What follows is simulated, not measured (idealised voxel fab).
Proc. module: voxel capacitor over wiring
This is section cut - it's 235 nm across, gridded in 5 nm square cells.
Cross-section = grid of square cells, listed top down in bands; band = one or more rows.
Within each band entry, the heights of the top and of the bottom of the band appear first, in that order and in nm; the materials of the band then follow from left to right, each with its corresponding width in nm. The designation "edge to edge" on a single material indicates that it fills the band from edge to edge; the designation "air" indicates empty space.
A quick word on heights: they are counted from 0, and under that level the wafer as it came to us is one material throughout. The lowest band is different from the rest in having no bottom; it simply continues downward, written as in "0..down".
A width given as "30->40" starts at the first number in the band's top row and ends at the second number in its bottom row, shifting by an equal amount at every step from row to row.
The designation "no alterations made", where it is given for a processing step, indicates that no cell of the cross-section was altered in the course of that step.
"Trapped cavities" - sealed voids, min. 8 cells, no opening to top; format: width x height at distance (distance from left edge; nm throughout).
On a step's line, text after the settings is the simulator commenting on that step.
The "overlay nm" setting may appear on a step's line; for a step that uses a mask, it gives how far to the right of its planned position the mask lay, and a negative value indicates the left.
Quick note on how to read the rest: it's all pairs. You get the cross-section before a process step and the one after, but the after one only goes down as far as the lowest band that changed. The step in between, with its settings, sits under the pair. Heads up, the pairs can come from different runs of this module on the same starting wafer, so don't assume a pair picks up from the one above unless its "State before step" entry says it does.

State before step
0..down | Si edge to edge
Trapped cavities: none

Resulting Cross-Section
15..0 | SiO2 edge to edge
Everything under 0 stays put, no change at all.
Trapped cavities: none
Applied between the two views above: op CONFORMAL_DEP | material SiO2 | thk nm 15

State before step: taken from the pair above, after panel.

Resulting Cross-Section
20..15 | TiN edge to edge
Everything under 15 stays put, no change at all.
Trapped cavities: none
Applied between the two views above: op DIRECTIONAL_DEP | material TiN | thk nm 5

State before step: taken from the pair above, after panel.

Resulting Cross-Section
40..20 | W edge to edge
Everything under 20 stays put, no change at all.
Trapped cavities: none
Applied between the two views above: op DIRECTIONAL_DEP | material W | thk nm 20

State before step: taken from the pair above, after panel.

Resulting Cross-Section
40..20 | air=55; W=25; air=70; W=25; air=60
Everything under 20 stays put, no change at all.
Trapped cavities: none
Applied between the two views above: op MASKED_ETCH | tone cover | mask id METAL_1 | width nm 25 | pitch nm 95 | etch materials W | depth nm 20 | overlay nm 0

State before step: taken from the pair above, after panel.

Resulting Cross-Section
40..20 | air=55; W=25; air=70; W=25; air=60
20..15 | air=55; TiN=25; air=70; TiN=25; air=60
Everything under 15 stays put, no change at all.
Trapped cavities: none
Applied between the two views above: op MASKED_ETCH | tone cover | mask id METAL_1 | width nm 25 | pitch nm 95 | etch materials TiN | depth nm 5 | overlay nm 0

State before step: taken from the pair above, after panel.

Resulting Cross-Section
45..40 | air=50; SiN=35; air=60; SiN=35; air=55
40..20 | air=50; SiN=5; W=25; SiN=5; air=60; SiN=5; W=25; SiN=5; air=55
20..15 | SiN=55; TiN=25; SiN=70; TiN=25; SiN=60
Everything under 15 stays put, no change at all.
Trapped cavities: none
Applied between the two views above: op CONFORMAL_DEP | material SiN | thk nm 5

State before step: taken from the pair above, after panel.

Resulting Cross-Section
50..45 | lowk edge to edge
45..40 | lowk=50; SiN=35; lowk=60; SiN=35; lowk=55
40..20 | lowk=50; SiN=5; W=25; SiN=5; lowk=60; SiN=5; W=25; SiN=5; lowk=55
Everything under 20 stays put, no change at all.
Trapped cavities: none
Applied between the two views above: op FILL_DEP | material lowk | thk nm 5

State before step: taken from the pair above, after panel.

Resulting Cross-Section
40..20 | lowk=50; SiN=5; W=25; SiN=5; lowk=60; SiN=5; W=25; SiN=5; lowk=55
Everything under 20 stays put, no change at all.
Trapped cavities: none
Applied between the two views above: op CMP | height nm 40

State before step: taken from the pair above, after panel.

Resulting Cross-Section
45..40 | SiCN edge to edge
Everything under 40 stays put, no change at all.
Trapped cavities: none
Applied between the two views above: op CONFORMAL_DEP | material SiCN | thk nm 5

State before step: taken from the pair above, after panel.

Resulting Cross-Section
65..45 | SiO2 edge to edge
Everything under 45 stays put, no change at all.
Trapped cavities: none
Applied between the two views above: op DIRECTIONAL_DEP | material SiO2 | thk nm 20

State before step: taken from the pair above, after panel.

Resulting Cross-Section
65..45 | SiO2=65; air=15; SiO2=155
Everything under 45 stays put, no change at all.
Trapped cavities: none
Applied between the two views above: op MASKED_ETCH | tone open | mask id PLUG_1 | width nm 15 | etch materials SiO2 | depth nm 20 | overlay nm 0

State before step: taken from the pair above, after panel.

Resulting Cross-Section
65..45 | SiO2=65; air=15; SiO2=155
45..40 | SiCN=65; air=15; SiCN=155
Everything under 40 stays put, no change at all.
Trapped cavities: none
Applied between the two views above: op MASKED_ETCH | tone open | mask id PLUG_1 | width nm 15 | etch materials SiCN | depth nm 5 | overlay nm 0

State before step: taken from the pair above, after panel.

Resulting Cross-Section
65..50 | SiO2=65; air=15; SiO2=155
50..45 | SiO2=65; Ru=15; SiO2=155
45..40 | SiCN=65; Ru=15; SiCN=155
Everything under 40 stays put, no change at all.
Trapped cavities: none
Applied between the two views above: op EPI | material Ru | thk nm 10

State before step: taken from the pair above, after panel.

Resulting Cross-Section
65..60 | SiO2=65; air=15; SiO2=155
60..45 | SiO2=65; Ru=15; SiO2=155
Everything under 45 stays put, no change at all.
Trapped cavities: none
Applied between the two views above: op EPI | material Ru | thk nm 10

State before step: taken from the pair above, after panel.

Resulting Cross-Section
65..45 | SiO2=65; Ru=15; SiO2=155
Everything under 45 stays put, no change at all.
Trapped cavities: none
Applied between the two views above: op EPI | material Ru | thk nm 5

State before step: taken from the pair above, after panel.

Resulting Cross-Section
75..65 | TiN edge to edge
Everything under 65 stays put, no change at all.
Trapped cavities: none
Applied between the two views above: op DIRECTIONAL_DEP | material TiN | thk nm 10

State before step: taken from the pair above, after panel.

Resulting Cross-Section
80..75 | Al2O3 edge to edge
Everything under 75 stays put, no change at all.
Trapped cavities: none
Applied between the two views above: op DIRECTIONAL_DEP | material Al2O3 | thk nm 5

State before step: taken from the pair above, after panel.

Resulting Cross-Section
90..80 | TiN edge to edge
Everything under 80 stays put, no change at all.
Trapped cavities: none
Applied between the two views above: op DIRECTIONAL_DEP | material TiN | thk nm 10

State before step: taken from the pair above, after panel.

Resulting Cross-Section
105..90 | aC edge to edge
Everything under 90 stays put, no change at all.
Trapped cavities: none
Applied between the two views above: op DIRECTIONAL_DEP | material aC | thk nm 15

State before step: taken from the pair above, after panel.

Resulting Cross-Section
140..105 | air=65; resist=75; air=95
Everything under 105 stays put, no change at all.
Trapped cavities: none
Applied between the two views above: op PATTERN | tone cover | mask id UPPER_PLATE | material resist | width nm 75 | thk nm 35 | overlay nm 0

State before step: taken from the pair above, after panel.

Resulting Cross-Section
125..105 | air=65; resist=75; air=95
105..90 | air=65; aC=75; air=95
Everything under 90 stays put, no change at all.
Trapped cavities: none
Applied between the two views above: op DIRECTIONAL_ETCH | etch materials aC | depth nm 15

State before step: taken from the pair above, after panel.

Resulting Cross-Section
105..90 | air=65; aC=75; air=95
Everything under 90 stays put, no change at all.
Trapped cavities: none
Applied between the two views above: op STRIP | etch materials resist

State before step: taken from the pair above, after panel.

Resulting Cross-Section
105..90 | air=65; aC=75; air=95
90..80 | air=65; TiN=75; air=95
Everything under 80 stays put, no change at all.
Trapped cavities: none
Applied between the two views above: op DIRECTIONAL_ETCH | etch materials TiN | depth nm 10

State before step: taken from the pair above, after panel.

Resulting Cross-Section
105..90 | air=65; aC=75; air=95
90..80 | air=65; TiN=75; air=95
80..75 | air=65; Al2O3=75; air=95
Everything under 75 stays put, no change at all.
Trapped cavities: none
Applied between the two views above: op DIRECTIONAL_ETCH | etch materials Al2O3 | depth nm 5

State before step: taken from the pair above, after panel.

Resulting Cross-Section
90..80 | air=65; TiN=75; air=95
Everything under 80 stays put, no change at all.
Trapped cavities: none
Applied between the two views above: op STRIP | etch materials aC

State before step: taken from the pair above, after panel.

Resulting Cross-Section
90..80 | air=65; TiN=75; air=95
80..75 | air=65; Al2O3=75; air=95
75..65 | air=60; TiN=85; air=90
Everything under 65 stays put, no change at all.
Trapped cavities: none
Applied between the two views above: op MASKED_ETCH | tone cover | mask id LOWER_PLATE | width nm 85 | etch materials TiN | depth nm 10 | overlay nm 0

State before step: taken from the pair above, after panel.

Resulting Cross-Section
105..90 | SiO2 edge to edge
90..80 | SiO2=65; TiN=75; SiO2=95
80..75 | SiO2=65; Al2O3=75; SiO2=95
75..65 | SiO2=60; TiN=85; SiO2=90
Everything under 65 stays put, no change at all.
Trapped cavities: none
Applied between the two views above: op FILL_DEP | material SiO2 | thk nm 15

State before step: taken from the pair above, after panel.

Resulting Cross-Section
100..90 | SiO2 edge to edge
Everything under 90 stays put, no change at all.
Trapped cavities: none
Applied between the two views above: op CMP | height nm 100

State before step: taken from the pair above, after panel.

Resulting Cross-Section
110..100 | aC edge to edge
Everything under 100 stays put, no change at all.
Trapped cavities: none
Applied between the two views above: op DIRECTIONAL_DEP | material aC | thk nm 10

State before step: taken from the pair above, after panel.

Resulting Cross-Section
135..110 | resist=75; air=15; resist=145
Everything under 110 stays put, no change at all.
Trapped cavities: none
Applied between the two views above: op PATTERN | tone open | mask id PLUG_2 | material resist | width nm 15 | thk nm 25 | overlay nm 0

State before step: taken from the pair above, after panel.

Resulting Cross-Section
125..110 | resist=75; air=15; resist=145
110..100 | aC=75; air=15; aC=145
Everything under 100 stays put, no change at all.
Trapped cavities: none
Applied between the two views above: op DIRECTIONAL_ETCH | etch materials aC | depth nm 10

State before step: taken from the pair above, after panel.

Resulting Cross-Section
110..100 | aC=75; air=15; aC=145
Everything under 100 stays put, no change at all.
Trapped cavities: none
Applied between the two views above: op STRIP | etch materials resist

State before step: taken from the pair above, after panel.

Resulting Cross-Section
110..100 | aC=75; air=15; aC=145
100..90 | SiO2=75; air=15; SiO2=145
Everything under 90 stays put, no change at all.
Trapped cavities: none
Applied between the two views above: op DIRECTIONAL_ETCH | etch materials SiO2 | depth nm 10

State before step: taken from the pair above, after panel.

Resulting Cross-Section
100..90 | SiO2=75; air=15; SiO2=145
Everything under 90 stays put, no change at all.
Trapped cavities: none
Applied between the two views above: op STRIP | etch materials aC

State before step: taken from the pair above, after panel.

Resulting Cross-Section
105..100 | TiN=80; air=5; TiN=150
100..95 | SiO2=75; TiN=5; air=5; TiN=5; SiO2=145
95..90 | SiO2=75; TiN=15; SiO2=145
Everything under 90 stays put, no change at all.
Trapped cavities: none
Applied between the two views above: op CONFORMAL_DEP | material TiN | thk nm 5

State before step: taken from the pair above, after panel.

Resulting Cross-Section
115..105 | Ru edge to edge
105..100 | TiN=80; Ru=5; TiN=150
100..95 | SiO2=75; TiN=5; Ru=5; TiN=5; SiO2=145
Everything under 95 stays put, no change at all.
Trapped cavities: none
Applied between the two views above: op FILL_DEP | material Ru | thk nm 10

State before step: taken from the pair above, after panel.

Resulting Cross-Section
100..95 | SiO2=75; TiN=5; Ru=5; TiN=5; SiO2=145
Everything under 95 stays put, no change at all.
Trapped cavities: none
Applied between the two views above: op CMP | height nm 100

State before step: taken from the pair above, after panel.

Resulting Cross-Section
105..100 | SiN edge to edge
Everything under 100 stays put, no change at all.
Trapped cavities: none
Applied between the two views above: op CONFORMAL_DEP | material SiN | thk nm 5

State before step
75..65 | TiN edge to edge
65..45 | SiO2=65; Ru=15; SiO2=155
45..40 | SiCN=65; Ru=15; SiCN=155
40..20 | lowk=50; SiN=5; W=25; SiN=5; lowk=60; SiN=5; W=25; SiN=5; lowk=55
20..15 | SiN=55; TiN=25; SiN=70; TiN=25; SiN=60
15..0 | SiO2 edge to edge
0..down | Si edge to edge
Trapped cavities: none

Resulting Cross-Section
85..65 | TiN edge to edge
Everything under 65 stays put, no change at all.
Trapped cavities: none
Applied between the two views above: op DIRECTIONAL_DEP | material TiN | thk nm 10

State before step: taken from the pair above, after panel.

Resulting Cross-Section
100..85 | aC edge to edge
Everything under 85 stays put, no change at all.
Trapped cavities: none
Applied between the two views above: op DIRECTIONAL_DEP | material aC | thk nm 15

State before step: taken from the pair above, after panel.

Resulting Cross-Section
135..100 | air=65; resist=75; air=95
Everything under 100 stays put, no change at all.
Trapped cavities: none
Applied between the two views above: op PATTERN | tone cover | mask id UPPER_PLATE | material resist | width nm 75 | thk nm 35 | overlay nm 0

State before step: taken from the pair above, after panel.

Resulting Cross-Section
120..100 | air=65; resist=75; air=95
100..85 | air=65; aC=75; air=95
Everything under 85 stays put, no change at all.
Trapped cavities: none
Applied between the two views above: op DIRECTIONAL_ETCH | etch materials aC | depth nm 15

State before step: taken from the pair above, after panel.

Resulting Cross-Section
100..85 | air=65; aC=75; air=95
Everything under 85 stays put, no change at all.
Trapped cavities: none
Applied between the two views above: op STRIP | etch materials resist

State before step: taken from the pair above, after panel.

Resulting Cross-Section
100..85 | air=65; aC=75; air=95
85..75 | air=65; TiN=75; air=95
Everything under 75 stays put, no change at all.
Trapped cavities: none
Applied between the two views above: op DIRECTIONAL_ETCH | etch materials TiN | depth nm 10

State before step: taken from the pair above, after panel.

Resulting Cross-Section
85..75 | air=65; TiN=75; air=95
Everything under 75 stays put, no change at all.
Trapped cavities: none
Applied between the two views above: op STRIP | etch materials aC

State before step: taken from the pair above, after panel.

Resulting Cross-Section
85..75 | air=65; TiN=75; air=95
75..65 | air=60; TiN=85; air=90
Everything under 65 stays put, no change at all.
Trapped cavities: none
Applied between the two views above: op MASKED_ETCH | tone cover | mask id LOWER_PLATE | width nm 85 | etch materials TiN | depth nm 10 | overlay nm 0

State before step: taken from the pair above, after panel.

Resulting Cross-Section
100..85 | SiO2 edge to edge
85..75 | SiO2=65; TiN=75; SiO2=95
75..65 | SiO2=60; TiN=85; SiO2=90
Everything under 65 stays put, no change at all.
Trapped cavities: none
Applied between the two views above: op FILL_DEP | material SiO2 | thk nm 15

State before step: taken from the pair above, after panel.

Resulting Cross-Section
110..100 | aC edge to edge
Everything under 100 stays put, no change at all.
Trapped cavities: none
Applied between the two views above: op DIRECTIONAL_DEP | material aC | thk nm 10

State before step: taken from the pair above, after panel.

Resulting Cross-Section
135..110 | resist=75; air=15; resist=145
Everything under 110 stays put, no change at all.
Trapped cavities: none
Applied between the two views above: op PATTERN | tone open | mask id PLUG_2 | material resist | width nm 15 | thk nm 25 | overlay nm 0

State before step: taken from the pair above, after panel.

Resulting Cross-Section
125..110 | resist=75; air=15; resist=145
110..100 | aC=75; air=15; aC=145
Everything under 100 stays put, no change at all.
Trapped cavities: none
Applied between the two views above: op DIRECTIONAL_ETCH | etch materials aC | depth nm 10

State before step: taken from the pair above, after panel.

Resulting Cross-Section
110..100 | aC=75; air=15; aC=145
Everything under 100 stays put, no change at all.
Trapped cavities: none
Applied between the two views above: op STRIP | etch materials resist

State before step: taken from the pair above, after panel.

Resulting Cross-Section
110..100 | aC=75; air=15; aC=145
100..90 | SiO2=75; air=15; SiO2=145
Everything under 90 stays put, no change at all.
Trapped cavities: none
Applied between the two views above: op DIRECTIONAL_ETCH | etch materials SiO2 | depth nm 10

State before step: taken from the pair above, after panel.

Resulting Cross-Section
100..90 | SiO2=75; air=15; SiO2=145
Everything under 90 stays put, no change at all.
Trapped cavities: none
Applied between the two views above: op STRIP | etch materials aC

State before step: taken from the pair above, after panel.

Resulting Cross-Section
105..100 | TiN=80; air=5; TiN=150
100..95 | SiO2=75; TiN=5; air=5; TiN=5; SiO2=145
95..90 | SiO2=75; TiN=15; SiO2=145
Everything under 90 stays put, no change at all.
Trapped cavities: none
Applied between the two views above: op CONFORMAL_DEP | material TiN | thk nm 5

State before step: taken from the pair above, after panel.

Resulting Cross-Section
115..105 | Ru edge to edge
105..100 | TiN=80; Ru=5; TiN=150
100..95 | SiO2=75; TiN=5; Ru=5; TiN=5; SiO2=145
Everything under 95 stays put, no change at all.
Trapped cavities: none
Applied between the two views above: op FILL_DEP | material Ru | thk nm 10

State before step: taken from the pair above, after panel.

Resulting Cross-Section
100..95 | SiO2=75; TiN=5; Ru=5; TiN=5; SiO2=145
Everything under 95 stays put, no change at all.
Trapped cavities: none
Applied between the two views above: op CMP | height nm 100

State before step: taken from the pair above, after panel.

Resulting Cross-Section
105..100 | SiN edge to edge
Everything under 100 stays put, no change at all.
Trapped cavities: none
Applied between the two views above: op CONFORMAL_DEP | material SiN | thk nm 5

State before step
65..45 | SiO2 edge to edge
45..40 | SiCN edge to edge
40..20 | lowk=50; SiN=5; W=25; SiN=5; lowk=60; SiN=5; W=25; SiN=5; lowk=55
20..15 | SiN=55; TiN=25; SiN=70; TiN=25; SiN=60
15..0 | SiO2 edge to edge
0..down | Si edge to edge
Trapped cavities: none

Resulting Cross-Section
85..45 | SiO2 edge to edge
Everything under 45 stays put, no change at all.
Trapped cavities: none
Applied between the two views above: op DIRECTIONAL_DEP | material SiO2 | thk nm 20

State before step: taken from the pair above, after panel.

Resulting Cross-Section
85..65 | SiO2=65; air=15; SiO2=155
Everything under 65 stays put, no change at all.
Trapped cavities: none
Applied between the two views above: op MASKED_ETCH | tone open | mask id PLUG_1 | width nm 15 | etch materials SiO2 | depth nm 20 | overlay nm 0

State before step: taken from the pair above, after panel.

Resulting Cross-Section
95..85 | TiN=65; air=15; TiN=155
85..75 | SiO2=65; air=15; SiO2=155
75..65 | SiO2=65; TiN=15; SiO2=155
Everything under 65 stays put, no change at all.
Trapped cavities: none
Applied between the two views above: op DIRECTIONAL_DEP | material TiN | thk nm 10

State before step: taken from the pair above, after panel.

Resulting Cross-Section
100..95 | Al2O3=65; air=15; Al2O3=155
95..85 | TiN=65; air=15; TiN=155
85..80 | SiO2=65; air=15; SiO2=155
80..75 | SiO2=65; Al2O3=15; SiO2=155
Everything under 75 stays put, no change at all.
Trapped cavities: none
Applied between the two views above: op DIRECTIONAL_DEP | material Al2O3 | thk nm 5

State before step: taken from the pair above, after panel.

Resulting Cross-Section
110..100 | TiN=65; air=15; TiN=155
100..95 | Al2O3=65; air=15; Al2O3=155
95..90 | TiN=65; air=15; TiN=155
90..85 | TiN edge to edge
85..80 | SiO2=65; TiN=15; SiO2=155
Everything under 80 stays put, no change at all.
Trapped cavities: none
Applied between the two views above: op DIRECTIONAL_DEP | material TiN | thk nm 10

State before step: taken from the pair above, after panel.

Resulting Cross-Section
125..110 | aC=65; air=15; aC=155
110..105 | TiN=65; air=15; TiN=155
105..100 | TiN=65; aC=15; TiN=155
100..95 | Al2O3=65; aC=15; Al2O3=155
95..90 | TiN=65; aC=15; TiN=155
Everything under 90 stays put, no change at all.
Trapped cavities: none
Applied between the two views above: op DIRECTIONAL_DEP | material aC | thk nm 15

State before step: taken from the pair above, after panel.

Resulting Cross-Section
160..125 | air=65; resist=75; air=95
125..110 | aC=65; resist=15; aC=155
110..105 | TiN=65; resist=15; TiN=155
Everything under 105 stays put, no change at all.
Trapped cavities: none
Applied between the two views above: op PATTERN | tone cover | mask id UPPER_PLATE | material resist | width nm 75 | thk nm 35 | overlay nm 0

State before step: taken from the pair above, after panel.

Resulting Cross-Section
145..125 | air=65; resist=75; air=95
125..110 | air=65; resist=15; aC=60; air=95
Everything under 110 stays put, no change at all.
Trapped cavities: none
Applied between the two views above: op DIRECTIONAL_ETCH | etch materials aC | depth nm 15

State before step: taken from the pair above, after panel.

Resulting Cross-Section
125..110 | air=80; aC=60; air=95
110..105 | TiN=65; air=15; TiN=155
Everything under 105 stays put, no change at all.
Trapped cavities: none
Applied between the two views above: op STRIP | etch materials resist

State before step: taken from the pair above, after panel.

Resulting Cross-Section
125..110 | air=80; aC=60; air=95
110..105 | air=80; TiN=60; air=95
105..100 | air=65; aC=15; TiN=60; air=95
Everything under 100 stays put, no change at all.
Trapped cavities: none
Applied between the two views above: op DIRECTIONAL_ETCH | etch materials TiN | depth nm 10

State before step: taken from the pair above, after panel.

Resulting Cross-Section
125..110 | air=80; aC=60; air=95
110..105 | air=80; TiN=60; air=95
105..100 | air=65; aC=15; TiN=60; air=95
100..95 | air=65; aC=15; Al2O3=60; air=95
Everything under 95 stays put, no change at all.
Trapped cavities: none
Applied between the two views above: op DIRECTIONAL_ETCH | etch materials Al2O3 | depth nm 5

State before step: taken from the pair above, after panel.

Resulting Cross-Section
110..100 | air=80; TiN=60; air=95
100..95 | air=80; Al2O3=60; air=95
95..90 | TiN=65; air=15; TiN=155
Everything under 90 stays put, no change at all.
Trapped cavities: none
Applied between the two views above: op STRIP | etch materials aC

State before step: taken from the pair above, after panel.

Resulting Cross-Section
110..100 | air=80; TiN=60; air=95
100..95 | air=80; Al2O3=60; air=95
95..90 | air=60; TiN=5; air=15; TiN=65; air=90
90..85 | air=60; TiN=85; air=90
Everything under 85 stays put, no change at all.
Trapped cavities: none
Applied between the two views above: op MASKED_ETCH | tone cover | mask id LOWER_PLATE | width nm 85 | etch materials TiN | depth nm 10 | overlay nm 0

State before step: taken from the pair above, after panel.

Resulting Cross-Section
125..110 | SiO2 edge to edge
110..100 | SiO2=80; TiN=60; SiO2=95
100..95 | SiO2=80; Al2O3=60; SiO2=95
95..90 | SiO2=60; TiN=5; SiO2=15; TiN=65; SiO2=90
90..80 | SiO2=60->65; TiN=85->15; SiO2=90->155
Everything under 80 stays put, no change at all.
Trapped cavities: none
Applied between the two views above: op FILL_DEP | material SiO2 | thk nm 15

State before step: taken from the pair above, after panel.

Resulting Cross-Section
100..95 | SiO2=80; Al2O3=60; SiO2=95
Everything under 95 stays put, no change at all.
Trapped cavities: none
Applied between the two views above: op CMP | height nm 100

State before step: taken from the pair above, after panel.

Resulting Cross-Section
110..100 | aC edge to edge
Everything under 100 stays put, no change at all.
Trapped cavities: none
Applied between the two views above: op DIRECTIONAL_DEP | material aC | thk nm 10

State before step: taken from the pair above, after panel.

Resulting Cross-Section
135..110 | resist=75; air=15; resist=145
Everything under 110 stays put, no change at all.
Trapped cavities: none
Applied between the two views above: op PATTERN | tone open | mask id PLUG_2 | material resist | width nm 15 | thk nm 25 | overlay nm 0

State before step: taken from the pair above, after panel.

Resulting Cross-Section
125..110 | resist=75; air=15; resist=145
110..100 | aC=75; air=15; aC=145
Everything under 100 stays put, no change at all.
Trapped cavities: none
Applied between the two views above: op DIRECTIONAL_ETCH | etch materials aC | depth nm 10

State before step: taken from the pair above, after panel.

Resulting Cross-Section
110..100 | aC=75; air=15; aC=145
Everything under 100 stays put, no change at all.
Trapped cavities: none
Applied between the two views above: op STRIP | etch materials resist

State before step: taken from the pair above, after panel.

Resulting Cross-Section
110..100 | aC=75; air=15; aC=145
100..95 | SiO2=75; air=5; Al2O3=60; SiO2=95
95..90 | SiO2=60; TiN=5; SiO2=10; air=5; TiN=65; SiO2=90
Everything under 90 stays put, no change at all.
Trapped cavities: none
Applied between the two views above: op DIRECTIONAL_ETCH | etch materials SiO2 | depth nm 10

State before step: taken from the pair above, after panel.

Resulting Cross-Section
100..95 | SiO2=75; air=5; Al2O3=60; SiO2=95
Everything under 95 stays put, no change at all.
Trapped cavities: none
Applied between the two views above: op STRIP | etch materials aC

State before step: taken from the pair above, after panel.

Resulting Cross-Section
105..100 | TiN edge to edge
100..95 | SiO2=75; TiN=5; Al2O3=60; SiO2=95
95..90 | SiO2=60; TiN=5; SiO2=10; TiN=70; SiO2=90
Everything under 90 stays put, no change at all.
Trapped cavities: none
Applied between the two views above: op CONFORMAL_DEP | material TiN | thk nm 5

State before step: taken from the pair above, after panel.

Resulting Cross-Section
115..105 | Ru edge to edge
Everything under 105 stays put, no change at all.
Trapped cavities: none
Applied between the two views above: op FILL_DEP | material Ru | thk nm 10

State before step: taken from the pair above, after panel.

Resulting Cross-Section
100..95 | SiO2=75; TiN=5; Al2O3=60; SiO2=95
Everything under 95 stays put, no change at all.
Trapped cavities: none
Applied between the two views above: op CMP | height nm 100

State before step: taken from the pair above, after panel.

Resulting Cross-Section
105..100 | SiN edge to edge
Everything under 100 stays put, no change at all.
Trapped cavities: none
Applied between the two views above: op CONFORMAL_DEP | material SiN | thk nm 5

State before step
15..0 | SiO2 edge to edge
0..down | Si edge to edge
Trapped cavities: none

Resulting Cross-Section
35..15 | W edge to edge
Everything under 15 stays put, no change at all.
Trapped cavities: none
Applied between the two views above: op DIRECTIONAL_DEP | material W | thk nm 20

State before step: taken from the pair above, after panel.

Resulting Cross-Section
40..35 | TiN edge to edge
Everything under 35 stays put, no change at all.
Trapped cavities: none
Applied between the two views above: op DIRECTIONAL_DEP | material TiN | thk nm 5

State before step: taken from the pair above, after panel.

Resulting Cross-Section
40..35 | air=55; TiN=25; air=70; TiN=25; air=60
Everything under 35 stays put, no change at all.
Trapped cavities: none
Applied between the two views above: op MASKED_ETCH | tone cover | mask id METAL_1 | width nm 25 | pitch nm 95 | etch materials TiN | depth nm 5 | overlay nm 0

State before step: taken from the pair above, after panel.

Resulting Cross-Section
45..40 | air=50; SiN=35; air=60; SiN=35; air=55
40..35 | SiN=55; TiN=25; SiN=70; TiN=25; SiN=60
Everything under 35 stays put, no change at all.
Trapped cavities: none
Applied between the two views above: op CONFORMAL_DEP | material SiN | thk nm 5

State before step: taken from the pair above, after panel.

Resulting Cross-Section
50..45 | lowk edge to edge
45..40 | lowk=50; SiN=35; lowk=60; SiN=35; lowk=55
Everything under 40 stays put, no change at all.
Trapped cavities: none
Applied between the two views above: op FILL_DEP | material lowk | thk nm 5

State before step: taken from the pair above, after panel.

Resulting Cross-Section
40..35 | SiN=55; TiN=25; SiN=70; TiN=25; SiN=60
Everything under 35 stays put, no change at all.
Trapped cavities: none
Applied between the two views above: op CMP | height nm 40

State before step: taken from the pair above, after panel.

Resulting Cross-Section
45..40 | SiCN edge to edge
Everything under 40 stays put, no change at all.
Trapped cavities: none
Applied between the two views above: op CONFORMAL_DEP | material SiCN | thk nm 5

State before step: taken from the pair above, after panel.

Resulting Cross-Section
65..45 | SiO2 edge to edge
Everything under 45 stays put, no change at all.
Trapped cavities: none
Applied between the two views above: op DIRECTIONAL_DEP | material SiO2 | thk nm 20

State before step: taken from the pair above, after panel.

Resulting Cross-Section
65..45 | SiO2=65; air=15; SiO2=155
Everything under 45 stays put, no change at all.
Trapped cavities: none
Applied between the two views above: op MASKED_ETCH | tone open | mask id PLUG_1 | width nm 15 | etch materials SiO2 | depth nm 20 | overlay nm 0

State before step: taken from the pair above, after panel.

Resulting Cross-Section
65..45 | SiO2=65; air=15; SiO2=155
45..40 | SiCN=65; air=15; SiCN=155
Everything under 40 stays put, no change at all.
Trapped cavities: none
Applied between the two views above: op MASKED_ETCH | tone open | mask id PLUG_1 | width nm 15 | etch materials SiCN | depth nm 5 | overlay nm 0

State before step: taken from the pair above, after panel.

Resulting Cross-Section
65..50 | SiO2=65; air=15; SiO2=155
50..45 | SiO2=65; Ru=15; SiO2=155
45..40 | SiCN=65; Ru=15; SiCN=155
Everything under 40 stays put, no change at all.
Trapped cavities: none
Applied between the two views above: op EPI | material Ru | thk nm 10

State before step: taken from the pair above, after panel.

Resulting Cross-Section
65..60 | SiO2=65; air=15; SiO2=155
60..45 | SiO2=65; Ru=15; SiO2=155
Everything under 45 stays put, no change at all.
Trapped cavities: none
Applied between the two views above: op EPI | material Ru | thk nm 10

State before step: taken from the pair above, after panel.

Resulting Cross-Section
65..45 | SiO2=65; Ru=15; SiO2=155
Everything under 45 stays put, no change at all.
Trapped cavities: none
Applied between the two views above: op EPI | material Ru | thk nm 5

State before step: taken from the pair above, after panel.

Resulting Cross-Section
75..65 | TiN edge to edge
Everything under 65 stays put, no change at all.
Trapped cavities: none
Applied between the two views above: op DIRECTIONAL_DEP | material TiN | thk nm 10

State before step: taken from the pair above, after panel.

Resulting Cross-Section
80..75 | Al2O3 edge to edge
Everything under 75 stays put, no change at all.
Trapped cavities: none
Applied between the two views above: op DIRECTIONAL_DEP | material Al2O3 | thk nm 5

State before step: taken from the pair above, after panel.

Resulting Cross-Section
90..80 | TiN edge to edge
Everything under 80 stays put, no change at all.
Trapped cavities: none
Applied between the two views above: op DIRECTIONAL_DEP | material TiN | thk nm 10

State before step: taken from the pair above, after panel.

Resulting Cross-Section
105..90 | aC edge to edge
Everything under 90 stays put, no change at all.
Trapped cavities: none
Applied between the two views above: op DIRECTIONAL_DEP | material aC | thk nm 15

State before step: taken from the pair above, after panel.

Resulting Cross-Section
140..105 | air=65; resist=75; air=95
Everything under 105 stays put, no change at all.
Trapped cavities: none
Applied between the two views above: op PATTERN | tone cover | mask id UPPER_PLATE | material resist | width nm 75 | thk nm 35 | overlay nm 0

State before step: taken from the pair above, after panel.

Resulting Cross-Section
125..105 | air=65; resist=75; air=95
105..90 | air=65; aC=75; air=95
Everything under 90 stays put, no change at all.
Trapped cavities: none
Applied between the two views above: op DIRECTIONAL_ETCH | etch materials aC | depth nm 15

State before step: taken from the pair above, after panel.

Resulting Cross-Section
105..90 | air=65; aC=75; air=95
Everything under 90 stays put, no change at all.
Trapped cavities: none
Applied between the two views above: op STRIP | etch materials resist

State before step: taken from the pair above, after panel.

Resulting Cross-Section
105..90 | air=65; aC=75; air=95
90..80 | air=65; TiN=75; air=95
Everything under 80 stays put, no change at all.
Trapped cavities: none
Applied between the two views above: op DIRECTIONAL_ETCH | etch materials TiN | depth nm 10

State before step: taken from the pair above, after panel.

Resulting Cross-Section
105..90 | air=65; aC=75; air=95
90..80 | air=65; TiN=75; air=95
80..75 | air=65; Al2O3=75; air=95
Everything under 75 stays put, no change at all.
Trapped cavities: none
Applied between the two views above: op DIRECTIONAL_ETCH | etch materials Al2O3 | depth nm 5

State before step: taken from the pair above, after panel.

Resulting Cross-Section
90..80 | air=65; TiN=75; air=95
Everything under 80 stays put, no change at all.
Trapped cavities: none
Applied between the two views above: op STRIP | etch materials aC

State before step: taken from the pair above, after panel.

Resulting Cross-Section
90..80 | air=65; TiN=75; air=95
80..75 | air=65; Al2O3=75; air=95
75..65 | air=60; TiN=85; air=90
Everything under 65 stays put, no change at all.
Trapped cavities: none
Applied between the two views above: op MASKED_ETCH | tone cover | mask id LOWER_PLATE | width nm 85 | etch materials TiN | depth nm 10 | overlay nm 0

State before step: taken from the pair above, after panel.

Resulting Cross-Section
105..90 | SiO2 edge to edge
90..80 | SiO2=65; TiN=75; SiO2=95
80..75 | SiO2=65; Al2O3=75; SiO2=95
75..65 | SiO2=60; TiN=85; SiO2=90
Everything under 65 stays put, no change at all.
Trapped cavities: none
Applied between the two views above: op FILL_DEP | material SiO2 | thk nm 15
